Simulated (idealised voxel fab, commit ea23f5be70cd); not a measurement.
Documented hereafter: the process module known as voxel plated lines.
Square cells of 5 nm make up the cross-section cut, whose width is 275 nm.
For the purposes of this document, a cross-section shall be understood as a grid of square cells, specified as bands listed in top-to-bottom order, each band consisting of one or more rows of cells.
It is stipulated that each band's entry specify, in nanometres, the height of the top of the band and then that of its bottom, followed by the materials of the band in left-to-right sequence, each together with its width in nanometres. A single material marked by the word "edge to edge" is understood to fill the band from edge to edge; the word "empty" is understood to denote empty space.
Basically, 0 is our baseline, since under it the wafer straight out of the box is all one material. The bottom band has no lower end and keeps on going down, so it looks like "0 down".
You'd read "30..40" like this: the band's top row of cells is as wide as the first number, its bottom row is as wide as the second, and going down, every row changes width by the same amount as the row before did.
Key: "everything unchanged" - step with no changed cell in the cross-section.
"Enclosed empty spaces": sealed empty spaces, 8 cells or more, no open way to top, listed width x height at distance, with distance from the left edge and width, height and distance in nm.
It should be noted that, on the line of a given step, the content following the step's settings is a remark produced by the simulator itself with respect to that step.
What "overlay nm" on a step's line means: if the step has a mask, that mask lay this far to the right of its planned place, or, when the value is negative, to the left.

Listed below are the process steps as planned:
- 1: RECEIVE (material Si)
- 2: CONFORMAL_DEP (material Al2O3; thk nm 5)
- 3: DIRECTIONAL_DEP (material TiN; thk nm 5)
- 4: PATTERN (tone open; mask id LINES; material resist; width nm 20; pitch nm 45; thk nm 25; overlay nm 0)
- 5: EPI (material Ru; thk nm 10)
- 6: EPI (material Ru; thk nm 10)
- 7: STRIP (etch materials resist)
- 8: DIRECTIONAL_ETCH (etch materials TiN; depth nm 5)
- 9: CONFORMAL_DEP (material SiO2; thk nm 5)
For this document, wafers share an identical start and vary in the step 4 width nm; the plan quotes the first wafer's value.

First wafer as received, after step 1:
	0 down = Si edge to edge
	Enclosed empty spaces: none

Every row in this table is a wafer at the end of the module, and it gives, for each of the materials, the cells that wafer has gained (+) or lost (-) since it was received, then its closed voids:
width nm 20; +55 Al2O3; +32 Ru; +75 SiO2; +8 TiN; Enclosed empty spaces: none
width nm 25; +55 Al2O3; +40 Ru; +75 SiO2; +10 TiN; Enclosed empty spaces: none
width nm 30; +55 Al2O3; +48 Ru; +75 SiO2; +12 TiN; Enclosed empty spaces: none
